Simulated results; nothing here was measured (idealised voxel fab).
voxel tone inversion: a process module
cross-section cut | 215 nm wide | cells 5 nm
Think of the cross-section as a grid of square cells. We describe it in bands, top to bottom, and each band covers one or more rows of those cells.
A band entry consists of two parts. The first gives the height of the band's top and the height of its bottom, in nm. The rest lists the band's materials from left to right, each with its width in nm. A single material labelled with the word "everywhere" fills the band from edge to edge, and the word "blank" marks empty space.
Height datum 0, below which the as-received substrate wafer is one material. Lowest band open at the bottom, running downward: "z 0 and below".
The notation "30 to 40" denotes a width that varies across the rows of cells in the band, beginning at the first number in the top row, finishing at the second number in the bottom row, and changing by an identical amount from each row to the next.
Where a step carries "identical to before", the cross-section came out of it unchanged, cell for cell.
"Sealed cavities" - sealed voids, min. 8 cells, no opening to top; format: width x height at distance (distance from left edge; nm throughout).
Post-settings text on a step line: simulator's own remark regarding the step.
For masked steps, "overlay nm" on the step line gives how far right of plan the mask actually lay; a minus sign means it lay to the left.

The process steps that were planned are listed below:
- 1: op RECEIVE | material Si
- 2: op CONFORMAL_DEP | material SiN | thk nm 5
- 3: op DIRECTIONAL_DEP | material polySi | thk nm 15
- 4: op PATTERN | tone cover | mask id POSTS | material resist | width nm 20 | pitch nm 40 | thk nm 20 | overlay nm 0
- 5: op DIRECTIONAL_ETCH | etch materials polySi | depth nm 15
- 6: op STRIP | etch materials resist
- 7: op FILL_DEP | material SiO2 | thk nm 5
- 8: op CMP | height nm 20
- 9: op STRIP | etch materials polySi

Wafer as received: cross-section following step 1:
	z 0 and below | Si everywhere
	Sealed cavities: none

First wafer of two, sectioned at end of module; run went per plan:
	z 20 to 5 | 35 SiO2; 20 blank; 20 SiO2; 20 blank; 20 SiO2; 20 blank; 20 SiO2; 20 blank; 40 SiO2
	z 5 to 0 | SiN everywhere
	z 0 and below | Si everywhere
	Sealed cavities: none

Here is the second of the two wafers cut open at the end of the module - same start, same plan as the first one, but we made one mistake running it:
	z 20 to 5 | 35 blank; 20 polySi; 20 blank; 20 polySi; 20 blank; 20 polySi; 20 blank; 20 polySi; 40 blank
	z 5 to 0 | SiN everywhere
	z 0 and below | Si everywhere
	Sealed cavities: none
what went wrong: step 9 did not happen as planned, as run it was op STRIP | etch materials SiO2
Looking at both finished wafers in cells, the second ends up ahead of or behind the first on some materials: SiO2 -81, polySi +48
